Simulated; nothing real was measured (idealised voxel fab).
Documented hereafter: the process module known as voxel transistor to metal.
In the cross-section labelled cut, the width is 210 nm and each square cell is 5 nm.
Square cells in a grid make up a cross-section in this document, and the grid is given as bands, listed from the top down, each one or more rows of cells. Top, bottom (nm), then materials left to right with widths (nm); lone material tagged "throughout" fills the whole band edge to edge; "air" = empty space. Beneath 0, the wafer as received is one material, and that level is where height counting begins. The lowest band goes on downward without a bottom; it is written like "from 0 down". It should be noted that a width expressed as "30..40" varies in equal increments from row to row of cells within the band, taking the value of the first number at the top row and that of the second number at the bottom row. Step marked "everything unchanged"? Then no cell in the cross-section changed in it. The label "Closed void entries" introduces a list of the empty spaces, 8 cells or larger, that have no open way up to the top; each entry in it reads width x height at distance, where the distance is taken from the left edge and all three are stated in nm. Anything after a step's settings on that line? It's the simulator's own note about the step. If you see "overlay nm" on a step's line and that step has a mask, it's telling you how far right of where it was planned the mask ended up; a negative number means it went left instead. Quick note on how to read the rest: it's all pairs. You get the cross-section before a process step and the one after, but the after one only goes down as far as the lowest band that changed. The step in between, with its settings, sits under the pair. Heads up, the pairs can come from different runs of this module on the same starting wafer, so don't assume a pair picks up from the one above unless its "Pre-step geometry" entry says it does.

# Pre-step geometry
- from 30 to 15 = 85 air, 5 SiN, 25 SiCN, 5 SiN, 90 air
- from 15 to -5 = 85 air, 5 SiN, 25 polySi, 5 SiN, 90 air
- from -5 to -10 = 40 air, 5 SiN, 40 air, 5 SiN, 25 SiO2, 5 SiN, 40 air, 5 SiN, 45 air
- from -10 to -15 = 45 SiO2, 5 air, 105 Si, 5 air, 50 SiO2
- from -15 to -40 = 50 SiO2, 105 Si, 55 SiO2
- from -40 down = Si throughout
- Closed void entries: none

# Post-Step Cross-Section
- from 30 to 15 = 85 air, 5 SiN, 25 SiCN, 5 SiN, 90 air
- from 15 to -5 = 85 air, 5 SiN, 25 polySi, 5 SiN, 90 air
- from -5 to -10 = 40 air, 5 SiN, 40 air, 5 SiN, 25 SiO2, 5 SiN, 40 air, 5 SiN, 45 air
- from -10 to -15 = 45 SiO2, 40 air, 35 Si, 40 air, 50 SiO2
- Everything under -15 stays put, no change at all.
- Closed void entries: none
Applied between the two views above: op DIRECTIONAL_ETCH | etch materials Si | depth nm 5

Pre-step geometry: per the after cross-section of the pair just above.

# Post-Step Cross-Section
- from 30 to 15 = 85 air, 5 SiN, 25 SiCN, 5 SiN, 90 air
- from 15 to 0 = 85 air, 5 SiN, 25 polySi, 5 SiN, 90 air
- from 0 to -5 = 75 air, 10 SiGe, 5 SiN, 25 polySi, 5 SiN, 10 SiGe, 80 air
- from -5 to -10 = 40 air, 5 SiN, 40 SiGe, 5 SiN, 25 SiO2, 5 SiN, 40 SiGe, 5 SiN, 45 air
- from -10 to -15 = 45 SiO2, 40 SiGe, 35 Si, 40 SiGe, 50 SiO2
- Everything under -15 stays put, no change at all.
- Closed void entries: none
Applied between the two views above: op EPI | material SiGe | thk nm 10

Pre-step geometry: per the after cross-section of the pair just above.

# Post-Step Cross-Section
- from 35 to 30 = SiO2 throughout
- from 30 to 15 = 85 SiO2, 5 SiN, 25 SiCN, 5 SiN, 90 SiO2
- from 15 to 0 = 85 SiO2, 5 SiN, 25 polySi, 5 SiN, 90 SiO2
- from 0 to -5 = 75 SiO2, 10 SiGe, 5 SiN, 25 polySi, 5 SiN, 10 SiGe, 80 SiO2
- from -5 to -10 = 40 SiO2, 5 SiN, 40 SiGe, 5 SiN, 25 SiO2, 5 SiN, 40 SiGe, 5 SiN, 45 SiO2
- Everything under -10 stays put, no change at all.
- Closed void entries: none
Applied between the two views above: op FILL_DEP | material SiO2 | thk nm 5

Pre-step geometry: per the after cross-section of the pair just above.

# Post-Step Cross-Section
- from 30 to 15 = 85 SiO2, 5 SiN, 25 SiCN, 5 SiN, 90 SiO2
- Everything under 15 stays put, no change at all.
- Closed void entries: none
Applied between the two views above: op CMP | height nm 30

Pre-step geometry: per the after cross-section of the pair just above.

# Post-Step Cross-Section
- from 40 to 30 = SiO2 throughout
- Everything under 30 stays put, no change at all.
- Closed void entries: none
Applied between the two views above: op DIRECTIONAL_DEP | material SiO2 | thk nm 10

Pre-step geometry: per the after cross-section of the pair just above.

# Post-Step Cross-Section
- from 50 to 40 = aC throughout
- Everything under 40 stays put, no change at all.
- Closed void entries: none
Applied between the two views above: op DIRECTIONAL_DEP | material aC | thk nm 10

Pre-step geometry: per the after cross-section of the pair just above.

# Post-Step Cross-Section
- from 80 to 50 = 50 resist, 35 air, 35 resist, 35 air, 55 resist
- Everything under 50 stays put, no change at all.
- Closed void entries: none
Applied between the two views above: op PATTERN | tone open | mask id CONTACT | material resist | width nm 35 | pitch nm 70 | thk nm 30 | overlay nm 0

Pre-step geometry: per the after cross-section of the pair just above.

# Post-Step Cross-Section
- from 70 to 50 = 50 resist, 35 air, 35 resist, 35 air, 55 resist
- from 50 to 40 = 50 aC, 35 air, 35 aC, 35 air, 55 aC
- Everything under 40 stays put, no change at all.
- Closed void entries: none
Applied between the two views above: op DIRECTIONAL_ETCH | etch materials aC | depth nm 10

Pre-step geometry: per the after cross-section of the pair just above.

# Post-Step Cross-Section
- from 50 to 40 = 50 aC, 35 air, 35 aC, 35 air, 55 aC
- Everything under 40 stays put, no change at all.
- Closed void entries: none
Applied between the two views above: op STRIP | etch materials resist

Pre-step geometry: per the after cross-section of the pair just above.

# Post-Step Cross-Section
- from 50 to 40 = 50 aC, 35 air, 35 aC, 35 air, 55 aC
- from 40 to 30 = 50 SiO2, 35 air, 35 SiO2, 35 air, 55 SiO2
- from 30 to 15 = 50 SiO2, 35 air, 5 SiN, 25 SiCN, 5 SiN, 35 air, 55 SiO2
- from 15 to 0 = 50 SiO2, 35 air, 5 SiN, 25 polySi, 5 SiN, 35 air, 55 SiO2
- from 0 to -5 = 50 SiO2, 25 air, 10 SiGe, 5 SiN, 25 polySi, 5 SiN, 10 SiGe, 25 air, 55 SiO2
- Everything under -5 stays put, no change at all.
- Closed void entries: none
Applied between the two views above: op DIRECTIONAL_ETCH | etch materials SiO2 | depth nm 45

Pre-step geometry: per the after cross-section of the pair just above.

# Post-Step Cross-Section
- from 40 to 30 = 50 SiO2, 35 air, 35 SiO2, 35 air, 55 SiO2
- Everything under 30 stays put, no change at all.
- Closed void entries: none
Applied between the two views above: op STRIP | etch materials aC

Pre-step geometry: per the after cross-section of the pair just above.

# Post-Step Cross-Section
- from 45 to 40 = 55 TiN, 25 air, 45 TiN, 25 air, 60 TiN
- from 40 to 30 = 50 SiO2, 5 TiN, 25 air, 5 TiN, 35 SiO2, 5 TiN, 25 air, 5 TiN, 55 SiO2
- from 30 to 15 = 50 SiO2, 5 TiN, 25 air, 5 TiN, 5 SiN, 25 SiCN, 5 SiN, 5 TiN, 25 air, 5 TiN, 55 SiO2
- from 15 to 5 = 50 SiO2, 5 TiN, 25 air, 5 TiN, 5 SiN, 25 polySi, 5 SiN, 5 TiN, 25 air, 5 TiN, 55 SiO2
- from 5 to 0 = 50 SiO2, 5 TiN, 15 air, 15 TiN, 5 SiN, 25 polySi, 5 SiN, 15 TiN, 15 air, 5 TiN, 55 SiO2
- from 0 to -5 = 50 SiO2, 25 TiN, 10 SiGe, 5 SiN, 25 polySi, 5 SiN, 10 SiGe, 25 TiN, 55 SiO2
- Everything under -5 stays put, no change at all.
- Closed void entries: none
Applied between the two views above: op CONFORMAL_DEP | material TiN | thk nm 5

Pre-step geometry: per the after cross-section of the pair just above.

# Post-Step Cross-Section
- from 50 to 45 = Ru throughout
- from 45 to 40 = 55 TiN, 25 Ru, 45 TiN, 25 Ru, 60 TiN
- from 40 to 30 = 50 SiO2, 5 TiN, 25 Ru, 5 TiN, 35 SiO2, 5 TiN, 25 Ru, 5 TiN, 55 SiO2
- from 30 to 15 = 50 SiO2, 5 TiN, 25 Ru, 5 TiN, 5 SiN, 25 SiCN, 5 SiN, 5 TiN, 25 Ru, 5 TiN, 55 SiO2
- from 15 to 5 = 50 SiO2, 5 TiN, 25 Ru, 5 TiN, 5 SiN, 25 polySi, 5 SiN, 5 TiN, 25 Ru, 5 TiN, 55 SiO2
- from 5 to 0 = 50 SiO2, 5 TiN, 15 Ru, 15 TiN, 5 SiN, 25 polySi, 5 SiN, 15 TiN, 15 Ru, 5 TiN, 55 SiO2
- Everything under 0 stays put, no change at all.
- Closed void entries: none
Applied between the two views above: op FILL_DEP | material Ru | thk nm 5

Pre-step geometry: per the after cross-section of the pair just above.

# Post-Step Cross-Section
- from 40 to 30 = 50 SiO2, 5 TiN, 25 Ru, 5 TiN, 35 SiO2, 5 TiN, 25 Ru, 5 TiN, 55 SiO2
- Everything under 30 stays put, no change at all.
- Closed void entries: none
Applied between the two views above: op CMP | height nm 40

Pre-step geometry: per the after cross-section of the pair just above.

# Post-Step Cross-Section
- from 45 to 40 = TiN throughout
- Everything under 40 stays put, no change at all.
- Closed void entries: none
Applied between the two views above: op DIRECTIONAL_DEP | material TiN | thk nm 5

Pre-step geometry: per the after cross-section of the pair just above.

# Post-Step Cross-Section
- from 60 to 45 = W throughout
- Everything under 45 stays put, no change at all.
- Closed void entries: none
Applied between the two views above: op DIRECTIONAL_DEP | material W | thk nm 15

Pre-step geometry: per the after cross-section of the pair just above.

# Post-Step Cross-Section
- from 60 to 45 = 50 air, 20 W, 65 air, 20 W, 55 air
- Everything under 45 stays put, no change at all.
- Closed void entries: none
Applied between the two views above: op MASKED_ETCH | tone cover | mask id METAL_1 | width nm 20 | pitch nm 85 | etch materials W | depth nm 15 | overlay nm 0

Pre-step geometry: per the after cross-section of the pair just above.

# Post-Step Cross-Section
- from 60 to 45 = 50 air, 20 W, 65 air, 20 W, 55 air
- from 45 to 40 = 50 air, 20 TiN, 65 air, 20 TiN, 55 air
- Everything under 40 stays put, no change at all.
- Closed void entries: none
Applied between the two views above: op MASKED_ETCH | tone cover | mask id METAL_1 | width nm 20 | pitch nm 85 | etch materials TiN | depth nm 5 | overlay nm 0

Pre-step geometry: per the after cross-section of the pair just above.

# Post-Step Cross-Section
- from 65 to 60 = 45 air, 30 SiN, 55 air, 30 SiN, 50 air
- from 60 to 45 = 45 air, 5 SiN, 20 W, 5 SiN, 55 air, 5 SiN, 20 W, 5 SiN, 50 air
- from 45 to 40 = 50 SiN, 20 TiN, 65 SiN, 20 TiN, 55 SiN
- Everything under 40 stays put, no change at all.
- Closed void entries: none
Applied between the two views above: op CONFORMAL_DEP | material SiN | thk nm 5

Pre-step geometry: per the after cross-section of the pair just above.

# Post-Step Cross-Section
- from 75 to 65 = SiO2 throughout
- from 65 to 60 = 45 SiO2, 30 SiN, 55 SiO2, 30 SiN, 50 SiO2
- from 60 to 45 = 45 SiO2, 5 SiN, 20 W, 5 SiN, 55 SiO2, 5 SiN, 20 W, 5 SiN, 50 SiO2
- Everything under 45 stays put, no change at all.
- Closed void entries: none
Applied between the two views above: op FILL_DEP | material SiO2 | thk nm 10

Pre-step geometry: per the after cross-section of the pair just above.

# Post-Step Cross-Section
- from 60 to 45 = 45 SiO2, 5 SiN, 20 W, 5 SiN, 55 SiO2, 5 SiN, 20 W, 5 SiN, 50 SiO2
- Everything under 45 stays put, no change at all.
- Closed void entries: none
Applied between the two views above: op CMP | height nm 60

Pre-step geometry: per the after cross-section of the pair just above.

# Post-Step Cross-Section
- from 65 to 60 = SiCN throughout
- Everything under 60 stays put, no change at all.
- Closed void entries: none
Applied between the two views above: op CONFORMAL_DEP | material SiCN | thk nm 5

Pre-step geometry: per the after cross-section of the pair just above.

# Post-Step Cross-Section
- from 90 to 65 = SiO2 throughout
- Everything under 65 stays put, no change at all.
- Closed void entries: none
Applied between the two views above: op DIRECTIONAL_DEP | material SiO2 | thk nm 25

Pre-step geometry: per the after cross-section of the pair just above.

# Post-Step Cross-Section
- from 110 to 90 = 50 resist, 20 air, 65 resist, 20 air, 55 resist
- Everything under 90 stays put, no change at all.
- Closed void entries: none
Applied between the two views above: op PATTERN | tone open | mask id METAL_2 | material resist | width nm 20 | pitch nm 85 | thk nm 20 | overlay nm 0

Pre-step geometry: per the after cross-section of the pair just above.

# Post-Step Cross-Section
- from 110 to 90 = 50 resist, 20 air, 65 resist, 20 air, 55 resist
- from 90 to 75 = 50 SiO2, 20 air, 65 SiO2, 20 air, 55 SiO2
- Everything under 75 stays put, no change at all.
- Closed void entries: none
Applied between the two views above: op DIRECTIONAL_ETCH | etch materials SiO2 | depth nm 15

Pre-step geometry: per the after cross-section of the pair just above.

# Post-Step Cross-Section
- from 90 to 75 = 50 SiO2, 20 air, 65 SiO2, 20 air, 55 SiO2
- Everything under 75 stays put, no change at all.
- Closed void entries: none
Applied between the two views above: op STRIP | etch materials resist

Pre-step geometry: per the after cross-section of the pair just above.

# Post-Step Cross-Section
- from 110 to 90 = 50 resist, 15 air, 70 resist, 15 air, 60 resist
- from 90 to 75 = 50 SiO2, 15 air, 5 resist, 65 SiO2, 15 air, 5 resist, 55 SiO2
- Everything under 75 stays put, no change at all.
- Closed void entries: none
Applied between the two views above: op PATTERN | tone open | mask id METAL_2_HOLES | material resist | width nm 15 | pitch nm 85 | thk nm 20 | overlay nm 0

Pre-step geometry: per the after cross-section of the pair just above.

# Post-Step Cross-Section
- from 110 to 90 = 50 resist, 15 air, 70 resist, 15 air, 60 resist
- from 90 to 75 = 50 SiO2, 15 air, 5 resist, 65 SiO2, 15 air, 5 resist, 55 SiO2
- from 75 to 65 = 50 SiO2, 15 air, 70 SiO2, 15 air, 60 SiO2
- Everything under 65 stays put, no change at all.
- Closed void entries: none
Applied between the two views above: op DIRECTIONAL_ETCH | etch materials SiO2 | depth nm 10

Pre-step geometry: per the after cross-section of the pair just above.

# Post-Step Cross-Section
- from 110 to 90 = 50 resist, 15 air, 70 resist, 15 air, 60 resist
- from 90 to 75 = 50 SiO2, 15 air, 5 resist, 65 SiO2, 15 air, 5 resist, 55 SiO2
- from 75 to 65 = 50 SiO2, 15 air, 70 SiO2, 15 air, 60 SiO2
- from 65 to 60 = 50 SiCN, 15 air, 70 SiCN, 15 air, 60 SiCN
- Everything under 60 stays put, no change at all.
- Closed void entries: none
Applied between the two views above: op DIRECTIONAL_ETCH | etch materials SiCN | depth nm 5

Pre-step geometry: per the after cross-section of the pair just above.

# Post-Step Cross-Section
- from 90 to 75 = 50 SiO2, 20 air, 65 SiO2, 20 air, 55 SiO2
- Everything under 75 stays put, no change at all.
- Closed void entries: none
Applied between the two views above: op STRIP | etch materials resist

Pre-step geometry: per the after cross-section of the pair just above.

# Post-Step Cross-Section
- from 95 to 90 = 55 TiN, 10 air, 75 TiN, 10 air, 60 TiN
- from 90 to 80 = 50 SiO2, 5 TiN, 10 air, 5 TiN, 65 SiO2, 5 TiN, 10 air, 5 TiN, 55 SiO2
- from 80 to 75 = 50 SiO2, 5 TiN, 5 air, 10 TiN, 65 SiO2, 5 TiN, 5 air, 10 TiN, 55 SiO2
- from 75 to 65 = 50 SiO2, 5 TiN, 5 air, 5 TiN, 70 SiO2, 5 TiN, 5 air, 5 TiN, 60 SiO2
- from 65 to 60 = 50 SiCN, 15 TiN, 70 SiCN, 15 TiN, 60 SiCN
- Everything under 60 stays put, no change at all.
- Closed void entries: none
Applied between the two views above: op CONFORMAL_DEP | material TiN | thk nm 5

Pre-step geometry: per the after cross-section of the pair just above.

# Post-Step Cross-Section
- from 100 to 95 = Cu throughout
- from 95 to 90 = 55 TiN, 10 Cu, 75 TiN, 10 Cu, 60 TiN
- from 90 to 80 = 50 SiO2, 5 TiN, 10 Cu, 5 TiN, 65 SiO2, 5 TiN, 10 Cu, 5 TiN, 55 SiO2
- from 80 to 75 = 50 SiO2, 5 TiN, 5 Cu, 10 TiN, 65 SiO2, 5 TiN, 5 Cu, 10 TiN, 55 SiO2
- from 75 to 65 = 50 SiO2, 5 TiN, 5 Cu, 5 TiN, 70 SiO2, 5 TiN, 5 Cu, 5 TiN, 60 SiO2
- Everything under 65 stays put, no change at all.
- Closed void entries: none
Applied between the two views above: op FILL_DEP | material Cu | thk nm 5

Pre-step geometry: per the after cross-section of the pair just above.

# Post-Step Cross-Section
- from 90 to 80 = 50 SiO2, 5 TiN, 10 Cu, 5 TiN, 65 SiO2, 5 TiN, 10 Cu, 5 TiN, 55 SiO2
- Everything under 80 stays put, no change at all.
- Closed void entries: none
Applied between the two views above: op CMP | height nm 90

Pre-step geometry: per the after cross-section of the pair just above.

# Post-Step Cross-Section
- from 95 to 90 = SiN throughout
- Everything under 90 stays put, no change at all.
- Closed void entries: none
Applied between the two views above: op CONFORMAL_DEP | material SiN | thk nm 5

# Pre-step geometry
- from 30 to 15 = 45 air, 115 resist, 50 air
- from 15 to 0 = 45 air, 115 SiN, 50 air
- from 0 to -5 = 45 air, 115 SiO2, 50 air
- from -5 to -35 = 45 air, 115 Si, 50 air
- from -35 down = Si throughout
- Closed void entries: none

# Post-Step Cross-Section
- from 30 to 15 = 45 air, 115 resist, 50 air
- from 15 to 0 = 45 air, 115 SiN, 50 air
- from 0 to -5 = 45 air, 115 SiO2, 50 air
- from -5 to -65 = 45 air, 115 Si, 50 air
- Everything under -65 stays put, no change at all.
- Closed void entries: none
Applied between the two views above: op DIRECTIONAL_ETCH | etch materials Si | depth nm 30

Pre-step geometry: per the after cross-section of the pair just above.

# Post-Step Cross-Section
- from 15 to 0 = 45 air, 115 SiN, 50 air
- Everything under 0 stays put, no change at all.
- Closed void entries: none
Applied between the two views above: op STRIP | etch materials resist

Pre-step geometry: per the after cross-section of the pair just above.

# Post-Step Cross-Section
- from 15 to 0 = 45 air, 115 SiN, 50 air
- from 0 to -5 = 45 air, 115 SiO2, 50 air
- from -5 to -65 = 45 air, 5 SiO2, 105 Si, 5 SiO2, 50 air
- from -65 to -70 = 50 SiO2, 105 Si, 55 SiO2
- Everything under -70 stays put, no change at all.
- Closed void entries: none
Applied between the two views above: op OXIDIZE | depth nm 5

Pre-step geometry: per the after cross-section of the pair just above.

# Post-Step Cross-Section
- from 25 to 15 = SiO2 throughout
- from 15 to 0 = 45 SiO2, 115 SiN, 50 SiO2
- from 0 to -5 = SiO2 throughout
- from -5 to -70 = 50 SiO2, 105 Si, 55 SiO2
- Everything under -70 stays put, no change at all.
- Closed void entries: none
Applied between the two views above: op FILL_DEP | material SiO2 | thk nm 10

Pre-step geometry: per the after cross-section of the pair just above.

# Post-Step Cross-Section
- from 15 to 0 = 45 SiO2, 115 SiN, 50 SiO2
- Everything under 0 stays put, no change at all.
- Closed void entries: none
Applied between the two views above: op CMP | height nm 15

Pre-step geometry: per the after cross-section of the pair just above.

# Post-Step Cross-Section
- from 15 to 5 = 45 air, 115 SiN, 50 air
- Everything under 5 stays put, no change at all.
- Closed void entries: none
Applied between the two views above: op SELECTIVE_ETCH | etch materials SiO2 | depth nm 10

Pre-step geometry: per the after cross-section of the pair just above.

# Post-Step Cross-Section
- from 5 to 0 = 45 SiO2, 115 air, 50 SiO2
- Everything under 0 stays put, no change at all.
- Closed void entries: none
Applied between the two views above: op STRIP | etch materials SiN

Pre-step geometry: per the after cross-section of the pair just above.

# Post-Step Cross-Section
- from 0 to -5 = 40 SiO2, 125 air, 45 SiO2
- Everything under -5 stays put, no change at all.
- Closed void entries: none
Applied between the two views above: op SELECTIVE_ETCH | etch materials SiO2 | depth nm 5

Pre-step geometry: per the after cross-section of the pair just above.

# Post-Step Cross-Section
- from 0 to -5 = 40 SiO2, 125 air, 45 SiO2
- from -5 to -10 = SiO2 throughout
- Everything under -10 stays put, no change at all.
- Closed void entries: none
Applied between the two views above: op OXIDIZE | depth nm 5

Pre-step geometry: per the after cross-section of the pair just above.

# Post-Step Cross-Section
- from 20 to 15 = 40 polySi, 125 air, 45 polySi
- from 15 to 0 = polySi throughout
- from 0 to -5 = 40 SiO2, 125 polySi, 45 SiO2
- Everything under -5 stays put, no change at all.
- Closed void entries: none
Applied between the two views above: op DIRECTIONAL_DEP | material polySi | thk nm 20

Pre-step geometry: per the after cross-section of the pair just above.

# Post-Step Cross-Section
- from 35 to 30 = 40 SiCN, 125 air, 45 SiCN
- from 30 to 20 = SiCN throughout
- from 20 to 15 = 40 polySi, 125 SiCN, 45 polySi
- Everything under 15 stays put, no change at all.
- Closed void entries: none
Applied between the two views above: op DIRECTIONAL_DEP | material SiCN | thk nm 15

Pre-step geometry: per the after cross-section of the pair just above.

# Post-Step Cross-Section
- from 45 to 40 = 40 aC, 125 air, 45 aC
- from 40 to 35 = aC throughout
- from 35 to 30 = 40 SiCN, 125 aC, 45 SiCN
- Everything under 30 stays put, no change at all.
- Closed void entries: none
Applied between the two views above: op DIRECTIONAL_DEP | material aC | thk nm 10

Pre-step geometry: per the after cross-section of the pair just above.

# Post-Step Cross-Section
- from 70 to 45 = 90 air, 25 resist, 95 air
- from 45 to 40 = 40 aC, 50 air, 25 resist, 50 air, 45 aC
- Everything under 40 stays put, no change at all.
- Closed void entries: none
Applied between the two views above: op PATTERN | tone cover | mask id GATE | material resist | width nm 25 | thk nm 25 | overlay nm 0

Pre-step geometry: per the after cross-section of the pair just above.

# Post-Step Cross-Section
- from 60 to 40 = 90 air, 25 resist, 95 air
- from 40 to 35 = 90 air, 25 aC, 95 air
- from 35 to 30 = 40 SiCN, 50 air, 25 aC, 50 air, 45 SiCN
- Everything under 30 stays put, no change at all.
- Closed void entries: none
Applied between the two views above: op DIRECTIONAL_ETCH | etch materials aC | depth nm 10

Pre-step geometry: per the after cross-section of the pair just above.

# Post-Step Cross-Section
- from 40 to 35 = 90 air, 25 aC, 95 air
- Everything under 35 stays put, no change at all.
- Closed void entries: none
Applied between the two views above: op STRIP | etch materials resist

Pre-step geometry: per the after cross-section of the pair just above.

# Post-Step Cross-Section
- from 40 to 30 = 90 air, 25 aC, 95 air
- from 30 to 20 = 90 air, 25 SiCN, 95 air
- from 20 to 15 = 40 polySi, 50 air, 25 SiCN, 50 air, 45 polySi
- Everything under 15 stays put, no change at all.
- Closed void entries: none
Applied between the two views above: op DIRECTIONAL_ETCH | etch materials SiCN | depth nm 25

Pre-step geometry: per the after cross-section of the pair just above.

# Post-Step Cross-Section
- from 40 to 30 = 90 air, 25 aC, 95 air
- from 30 to 15 = 90 air, 25 SiCN, 95 air
- from 15 to 0 = 90 air, 25 polySi, 95 air
- from 0 to -5 = 40 SiO2, 50 air, 25 polySi, 50 air, 45 SiO2
- Everything under -5 stays put, no change at all.
- Closed void entries: none
Applied between the two views above: op DIRECTIONAL_ETCH | etch materials polySi | depth nm 30

Pre-step geometry: per the after cross-section of the pair just above.

# Post-Step Cross-Section
- from 30 to 15 = 90 air, 25 SiCN, 95 air
- Everything under 15 stays put, no change at all.
- Closed void entries: none
Applied between the two views above: op STRIP | etch materials aC

Pre-step geometry: per the after cross-section of the pair just above.

# Post-Step Cross-Section
- from 35 to 30 = 85 air, 35 SiO2, 90 air
- from 30 to 15 = 85 air, 5 SiO2, 25 SiCN, 5 SiO2, 90 air
- from 15 to 5 = 85 air, 5 SiO2, 25 polySi, 5 SiO2, 90 air
- from 5 to 0 = 45 SiO2, 40 air, 5 SiO2, 25 polySi, 5 SiO2, 40 air, 50 SiO2
- from 0 to -5 = 90 SiO2, 25 polySi, 95 SiO2
- Everything under -5 stays put, no change at all.
- Closed void entries: none
Applied between the two views above: op CONFORMAL_DEP | material SiO2 | thk nm 5

Pre-step geometry: per the after cross-section of the pair just above.

# Post-Step Cross-Section
- from 30 to 15 = 85 air, 5 SiO2, 25 SiCN, 5 SiO2, 90 air
- from 15 to 0 = 85 air, 5 SiO2, 25 polySi, 5 SiO2, 90 air
- from 0 to -5 = 45 SiO2, 40 air, 5 SiO2, 25 polySi, 5 SiO2, 40 air, 50 SiO2
- Everything under -5 stays put, no change at all.
- Closed void entries: none
Applied between the two views above: op DIRECTIONAL_ETCH | etch materials SiO2 | depth nm 5

Pre-step geometry: per the after cross-section of the pair just above.

# Post-Step Cross-Section
- from 35 to 30 = 80 air, 45 SiN, 85 air
- from 30 to 15 = 80 air, 5 SiN, 5 SiO2, 25 SiCN, 5 SiO2, 5 SiN, 85 air
- from 15 to 5 = 80 air, 5 SiN, 5 SiO2, 25 polySi, 5 SiO2, 5 SiN, 85 air
- from 5 to 0 = 50 SiN, 30 air, 5 SiN, 5 SiO2, 25 polySi, 5 SiO2, 5 SiN, 30 air, 55 SiN
- from 0 to -5 = 45 SiO2, 40 SiN, 5 SiO2, 25 polySi, 5 SiO2, 40 SiN, 50 SiO2
- Everything under -5 stays put, no change at all.
- Closed void entries: none
Applied between the two views above: op CONFORMAL_DEP | material SiN | thk nm 5

Pre-step geometry: per the after cross-section of the pair just above.

# Post-Step Cross-Section
- from 30 to 15 = 80 air, 5 SiN, 5 SiO2, 25 SiCN, 5 SiO2, 5 SiN, 85 air
- from 15 to 0 = 80 air, 5 SiN, 5 SiO2, 25 polySi, 5 SiO2, 5 SiN, 85 air
- from 0 to -5 = 45 SiO2, 5 SiN, 30 air, 5 SiN, 5 SiO2, 25 polySi, 5 SiO2, 5 SiN, 30 air, 5 SiN, 50 SiO2
- Everything under -5 stays put, no change at all.
- Closed void entries: none
Applied between the two views above: op DIRECTIONAL_ETCH | etch materials SiN | depth nm 5

Pre-step geometry: per the after cross-section of the pair just above.

# Post-Step Cross-Section
- from 30 to 25 = 80 air, 5 SiN, 5 air, 25 SiCN, 5 air, 5 SiN, 85 air
- from 25 to 15 = 80 air, 5 SiN, 5 SiO2, 25 SiCN, 5 SiO2, 5 SiN, 85 air
- from 15 to 0 = 80 air, 5 SiN, 5 SiO2, 25 polySi, 5 SiO2, 5 SiN, 85 air
- from 0 to -5 = 45 air, 5 SiN, 30 air, 5 SiN, 5 SiO2, 25 polySi, 5 SiO2, 5 SiN, 30 air, 5 SiN, 50 air
- from -5 to -10 = 50 SiO2, 30 air, 45 SiO2, 30 air, 55 SiO2
- Everything under -10 stays put, no change at all.
- Closed void entries: none
Applied between the two views above: op DIRECTIONAL_ETCH | etch materials SiO2 | depth nm 5

Pre-step geometry: per the after cross-section of the pair just above.

# Post-Step Cross-Section
- from 30 to 25 = 80 air, 5 SiN, 5 air, 25 SiCN, 5 air, 5 SiN, 85 air
- from 25 to 15 = 80 air, 5 SiN, 5 SiO2, 25 SiCN, 5 SiO2, 5 SiN, 85 air
- from 15 to 0 = 80 air, 5 SiN, 5 SiO2, 25 polySi, 5 SiO2, 5 SiN, 85 air
- from 0 to -5 = 45 air, 5 SiN, 30 air, 5 SiN, 5 SiO2, 25 polySi, 5 SiO2, 5 SiN, 30 air, 5 SiN, 50 air
- from -5 to -10 = 50 SiO2, 30 air, 45 SiO2, 30 air, 55 SiO2
- from -10 to -15 = 50 SiO2, 30 air, 45 Si, 30 air, 55 SiO2
- Everything under -15 stays put, no change at all.
- Closed void entries: none
Applied between the two views above: op DIRECTIONAL_ETCH | etch materials Si | depth nm 5

Pre-step geometry: per the after cross-section of the pair just above.

# Post-Step Cross-Section
- from 30 to 25 = 80 air, 5 SiN, 5 air, 25 SiCN, 5 air, 5 SiN, 85 air
- from 25 to 15 = 80 air, 5 SiN, 5 SiO2, 25 SiCN, 5 SiO2, 5 SiN, 85 air
- from 15 to 0 = 80 air, 5 SiN, 5 SiO2, 25 polySi, 5 SiO2, 5 SiN, 85 air
- from 0 to -5 = 45 air, 5 SiN, 20 air, 10 SiGe, 5 SiN, 5 SiO2, 25 polySi, 5 SiO2, 5 SiN, 10 SiGe, 20 air, 5 SiN, 50 air
- from -5 to -10 = 50 SiO2, 30 SiGe, 45 SiO2, 30 SiGe, 55 SiO2
- from -10 to -15 = 50 SiO2, 30 SiGe, 45 Si, 30 SiGe, 55 SiO2
- Everything under -15 stays put, no change at all.
- Closed void entries: none
Applied between the two views above: op EPI | material SiGe | thk nm 10

Pre-step geometry: per the after cross-section of the pair just above.

# Post-Step Cross-Section
- from 35 to 30 = SiO2 throughout
- from 30 to 15 = 80 SiO2, 5 SiN, 5 SiO2, 25 SiCN, 5 SiO2, 5 SiN, 85 SiO2
- from 15 to 0 = 80 SiO2, 5 SiN, 5 SiO2, 25 polySi, 5 SiO2, 5 SiN, 85 SiO2
- from 0 to -5 = 45 SiO2, 5 SiN, 20 SiO2, 10 SiGe, 5 SiN, 5 SiO2, 25 polySi, 5 SiO2, 5 SiN, 10 SiGe, 20 SiO2, 5 SiN, 50 SiO2
- Everything under -5 stays put, no change at all.
- Closed void entries: none
Applied between the two views above: op FILL_DEP | material SiO2 | thk nm 5

Pre-step geometry: per the after cross-section of the pair just above.

# Post-Step Cross-Section
- from 30 to 15 = 80 SiO2, 5 SiN, 5 SiO2, 25 SiCN, 5 SiO2, 5 SiN, 85 SiO2
- Everything under 15 stays put, no change at all.
- Closed void entries: none
Applied between the two views above: op CMP | height nm 30

Pre-step geometry: per the after cross-section of the pair just above.

# Post-Step Cross-Section
- from 40 to 30 = SiO2 throughout
- Everything under 30 stays put, no change at all.
- Closed void entries: none
Applied between the two views above: op DIRECTIONAL_DEP | material SiO2 | thk nm 10

Pre-step geometry: per the after cross-section of the pair just above.

# Post-Step Cross-Section
- from 50 to 40 = aC throughout
- Everything under 40 stays put, no change at all.
- Closed void entries: none
Applied between the two views above: op DIRECTIONAL_DEP | material aC | thk nm 10

Pre-step geometry: per the after cross-section of the pair just above.

# Post-Step Cross-Section
- from 80 to 50 = 50 resist, 35 air, 35 resist, 35 air, 55 resist
- Everything under 50 stays put, no change at all.
- Closed void entries: none
Applied between the two views above: op PATTERN | tone open | mask id CONTACT | material resist | width nm 35 | pitch nm 70 | thk nm 30 | overlay nm 0

Pre-step geometry: per the after cross-section of the pair just above.

# Post-Step Cross-Section
- from 70 to 50 = 50 resist, 35 air, 35 resist, 35 air, 55 resist
- from 50 to 40 = 50 aC, 35 air, 35 aC, 35 air, 55 aC
- Everything under 40 stays put, no change at all.
- Closed void entries: none
Applied between the two views above: op DIRECTIONAL_ETCH | etch materials aC | depth nm 10

Pre-step geometry: per the after cross-section of the pair just above.

# Post-Step Cross-Section
- from 50 to 40 = 50 aC, 35 air, 35 aC, 35 air, 55 aC
- Everything under 40 stays put, no change at all.
- Closed void entries: none
Applied between the two views above: op STRIP | etch materials resist
